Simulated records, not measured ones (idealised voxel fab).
Name of the process module below: voxel self aligned vias
Shown is cross-section cut, with a width of 275 nm and square cells of size 5 nm.
We lay out every cross-section as a grid of square cells and spell it out in bands from the top down, where one band means one or more rows of cells. Read a band's entry like this: the first values are the height of its top and the height of its bottom in nm, and what follows is the sequence of materials from left to right, each with its width in nm. Note that "air" is empty space, and that a single material marked "all across" reaches across the band from edge to edge. We count height from 0. Below that, the starting wafer is all one material. The lowest band never ends at the bottom but goes on down; see "from 0 down" for how that is written. Top row gets the first number, bottom row gets the second, and each row in between changes by the same step: that is how a band width like "30..40" works. When a step is marked "nothing was modified", none of the cells in the cross-section changed during that step. Closed empty spaces (no open way to the top) of 8 cells or more are what "Completely enclosed voids" lists, each as width x height at distance from the left edge, nm for all three. Where a step's line continues beyond its settings, the continuation is a remark by the simulator itself on that step. You can add "overlay nm" to a step's line. For a step with a mask, it describes how far the mask lay to the right of its planned position, and a negative number describes a lay to the left.
## The planned process steps are enumerated hereunder
1,RECEIVE | material Si
2,CONFORMAL_DEP | material SiO2 | thk nm 10
3,CONFORMAL_DEP | material SiCN | thk nm 5
4,DIRECTIONAL_DEP | material SiO2 | thk nm 20
5,MASKED_ETCH | tone open | mask id LINES | width nm 20 | pitch nm 50 | etch materials SiO2 | depth nm 20 | overlay nm 0
6,CONFORMAL_DEP | material TiN | thk nm 5
7,FILL_DEP | material W | thk nm 10
8,CMP | height nm 35
9,SELECTIVE_ETCH | etch materials W Ru TiN | depth nm 10
10,FILL_DEP | material SiN | thk nm 10
11,CMP | height nm 35
12,DIRECTIONAL_DEP | material SiO2 | thk nm 15
13,PATTERN | tone open | mask id VIAS | material resist | width nm 30 | thk nm 15 | overlay nm 0
14,DIRECTIONAL_ETCH | etch materials SiO2 | depth nm 15
15,DIRECTIONAL_ETCH | etch materials SiN | depth nm 10
16,STRIP | etch materials resist
17,CONFORMAL_DEP | material TiN | thk nm 5
18,FILL_DEP | material Ru | thk nm 5
19,CMP | height nm 50
20,CONFORMAL_DEP | material SiN | thk nm 5
## Incoming wafer, cross-sectional view, post step 1
from 0 down: Si all across
Completely enclosed voids: none
## End-of-module XS, first of two wafers, run as planned
from 55 to 50: SiN all across
from 50 to 40: SiO2=95; TiN=5; Ru=20; TiN=5; SiO2=150
from 40 to 35: SiO2=95; TiN=10; Ru=10; TiN=10; SiO2=150
from 35 to 30: SiO2=100; TiN=5; Ru=10; TiN=5; SiO2=30; SiN=20; SiO2=105
from 30 to 25: SiO2=100; TiN=20; SiO2=30; SiN=20; SiO2=105
from 25 to 20: SiO2=100; TiN=5; W=10; TiN=5; SiO2=30; TiN=5; W=10; TiN=5; SiO2=105
from 20 to 15: SiO2=100; TiN=20; SiO2=30; TiN=20; SiO2=105
from 15 to 10: SiCN all across
from 10 to 0: SiO2 all across
from 0 down: Si all across
Completely enclosed voids: none
## Cross-section at end of module for the second wafer of two, which matched the first in starting point and plan and differed by one mistake in its processing
from 55 to 50: SiN all across
from 50 to 40: SiO2=85; TiN=5; Ru=20; TiN=5; SiO2=160
from 40 to 35: SiO2=85; TiN=20; Ru=5; TiN=5; SiO2=160
from 35 to 30: SiO2=100; TiN=5; Ru=5; TiN=5; SiN=5; SiO2=30; SiN=20; SiO2=105
from 30 to 25: SiO2=100; TiN=15; SiN=5; SiO2=30; SiN=20; SiO2=105
from 25 to 20: SiO2=100; TiN=5; W=10; TiN=5; SiO2=30; TiN=5; W=10; TiN=5; SiO2=105
from 20 to 15: SiO2=100; TiN=20; SiO2=30; TiN=20; SiO2=105
from 15 to 10: SiCN all across
from 10 to 0: SiO2 all across
from 0 down: Si all across
Completely enclosed voids: none
The mistake made against the process plan was this: rather than as planned, step 13 actually ran as PATTERN | tone open | mask id VIAS | material resist | width nm 30 | thk nm 15 | overlay nm -10
Count the cells at the end and the second wafer has more or fewer of some materials than the first: 2 fewer of Ru | 2 more of SiN
